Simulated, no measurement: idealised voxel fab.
The name of this process module is voxel trench capacitor.
It is cross-section cut that appears here, measuring 265 nm in width, its square cells being 5 nm in size.
For the purposes of this document, a cross-section shall be understood as a grid of square cells, specified as bands listed in top-to-bottom order, each band consisting of one or more rows of cells. Band: top and bottom heights (nm) first, top before bottom; then materials from left to right, widths in nm. "edge to edge" marks a sole material filling the band edge to edge. "blank" denotes empty space. Ref level 0: as-received wafer is one material below here. Bottom band extends down with no lower bound ("0 nm and below"). The expression "30 to 40" gives the width at the extremes of the band, the first number at its top row of cells and the second at its bottom row, with the width changing by equal amounts from each row to the next in between. "no change occurred" means the step left every cell of the cross-section as it was. Each empty space that has no open way to the top and spans at least 8 cells appears under "Closed void inventory" as width x height at distance, the distance counted from the left edge, all in nm. What comes after the settings on a step's line is commentary from the simulator itself on that step. Regarding "overlay nm": on a step with a mask, it is the distance the mask lay to the right of its planned place; a negative value places it to the left.
[List of planned process steps]
1. RECEIVE: material Si
2. CONFORMAL_DEP: material SiN, thk nm 5
3. DIRECTIONAL_DEP: material aC, thk nm 10
4. PATTERN: tone open, mask id TRENCH, material resist, width nm 30, pitch nm 60, thk nm 30, overlay nm 0
5. DIRECTIONAL_ETCH: etch materials aC, depth nm 10
6. STRIP: etch materials resist
7. DIRECTIONAL_ETCH: etch materials SiN, depth nm 5
8. DIRECTIONAL_ETCH: etch materials Si, depth nm 40
9. STRIP: etch materials aC
10. CONFORMAL_DEP: material HfO2, thk nm 5
11. CONFORMAL_DEP: material TiN, thk nm 5
12. FILL_DEP: material W, thk nm 5
13. CMP: height nm 5
[Wafer at receipt (post step 1), cross-section]
- 0 nm and below = Si edge to edge
- Closed void inventory: none
[Wafer cross-section at module end: first of two, run to plan]
- 5 nm to 0 nm = 85 of SiN, 5 of HfO2, 5 of TiN, 10 of W, 5 of TiN, 5 of HfO2, 30 of SiN, 5 of HfO2, 5 of TiN, 10 of W, 5 of TiN, 5 of HfO2, 90 of SiN
- 0 nm to -30 nm = 85 of Si, 5 of HfO2, 5 of TiN, 10 of W, 5 of TiN, 5 of HfO2, 30 of Si, 5 of HfO2, 5 of TiN, 10 of W, 5 of TiN, 5 of HfO2, 90 of Si
- -30 nm to -35 nm = 85 of Si, 5 of HfO2, 20 of TiN, 5 of HfO2, 30 of Si, 5 of HfO2, 20 of TiN, 5 of HfO2, 90 of Si
- -35 nm to -40 nm = 85 of Si, 30 of HfO2, 30 of Si, 30 of HfO2, 90 of Si
- -40 nm and below = Si edge to edge
- Closed void inventory: none
[Wafer two, sectioned after the module: the first wafer's start, the first wafer's plan, and one mistake in how it was run]
- 5 nm to 0 nm = 85 of SiN, 5 of HfO2, 5 of TiN, 15 of W, 5 of TiN, 5 of HfO2, 25 of SiN, 5 of HfO2, 5 of TiN, 15 of W, 5 of TiN, 5 of HfO2, 85 of SiN
- 0 nm to -30 nm = 85 of Si, 5 of HfO2, 5 of TiN, 15 of W, 5 of TiN, 5 of HfO2, 25 of Si, 5 of HfO2, 5 of TiN, 15 of W, 5 of TiN, 5 of HfO2, 85 of Si
- -30 nm to -35 nm = 85 of Si, 5 of HfO2, 25 of TiN, 5 of HfO2, 25 of Si, 5 of HfO2, 25 of TiN, 5 of HfO2, 85 of Si
- -35 nm to -40 nm = 85 of Si, 35 of HfO2, 25 of Si, 35 of HfO2, 85 of Si
- -40 nm and below = Si edge to edge
- Closed void inventory: none
Diagnosis: step 4, actual vs plan mismatch, actual run PATTERN: tone open, mask id TRENCH, material resist, width nm 35, pitch nm 60, thk nm 30, overlay nm 0
The second wafer ends with more or fewer cells of some materials than the first, per final count: HfO2: 2 more; Si: 16 fewer; SiN: 2 fewer; TiN: 2 more; W: 14 more
